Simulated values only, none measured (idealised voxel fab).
A process module follows: voxel released beams.
The width of the displayed cross-section, cut, is 205 nm; its cells are square, with a size of 5 nm.
Bands, listed from the top down, are how a cross-section gets written in this document; the cross-section itself is a grid of square cells, and a band is one or more rows of them.
Band: top and bottom heights (nm) first, top before bottom; then materials from left to right, widths in nm. "edge to edge" marks a sole material filling the band edge to edge. "air" denotes empty space.
Note: height 0 marks the level under which the wafer is uniformly one material as received. Lowest band unbounded below, written "from 0 down".
With a width like "30->40", each row of cells in the band differs from the next by the same amount, the top row carrying the first number and the bottom row the second.
For the purposes of this document, the phrase "remained unchanged" attached to a step denotes that no cell within the cross-section was modified by that step.
Closed empty spaces (no open way to the top) of 8 cells or more are what "Enclosed void listing" lists, each as width x height at distance from the left edge, nm for all three.
What comes after the settings on a step's line is commentary from the simulator itself on that step.
A step's line can hold "overlay nm"; with a mask on that step, the setting says how far right of the planned place the mask lay, while a negative setting says it lay to the left.
### Process steps foreseen in the plan
1) RECEIVE [material Si]
2) CONFORMAL_DEP [material Al2O3] [thk nm 10]
3) DIRECTIONAL_DEP [material SiO2] [thk nm 20]
4) PATTERN [tone open] [mask id ANCHOR] [material resist] [width nm 35] [thk nm 20] [overlay nm 0]
5) DIRECTIONAL_ETCH [etch materials SiO2] [depth nm 20]
6) STRIP [etch materials resist]
7) CONFORMAL_DEP [material SiN] [thk nm 10]
8) PATTERN [tone cover] [mask id BEAM] [material resist] [width nm 100] [thk nm 15] [overlay nm 0]
9) DIRECTIONAL_ETCH [etch materials SiN] [depth nm 10]
10) STRIP [etch materials resist]
11) STRIP [etch materials SiO2]
Across this set of wafers, the varied parameter is the width nm of step 8. Starting conditions are identical for every wafer, and the plan reports the value assigned to the first wafer.
### Sectional view: first of several wafers, as received, after step 1
	from 0 down = Si edge to edge
	Enclosed void listing: none
### wafer rows; end of module; cells per material since receipt: (+) gained, (-) lost; then closed voids
width nm 100, +82 Al2O3, +56 SiN, Enclosed void listing: none
width nm 105, +82 Al2O3, +58 SiN, Enclosed void listing: none
width nm 110, +82 Al2O3, +60 SiN, Enclosed void listing: none
width nm 115, +82 Al2O3, +62 SiN, Enclosed void listing: none
width nm 120, +82 Al2O3, +64 SiN, Enclosed void listing: none
width nm 125, +82 Al2O3, +66 SiN, Enclosed void listing: none
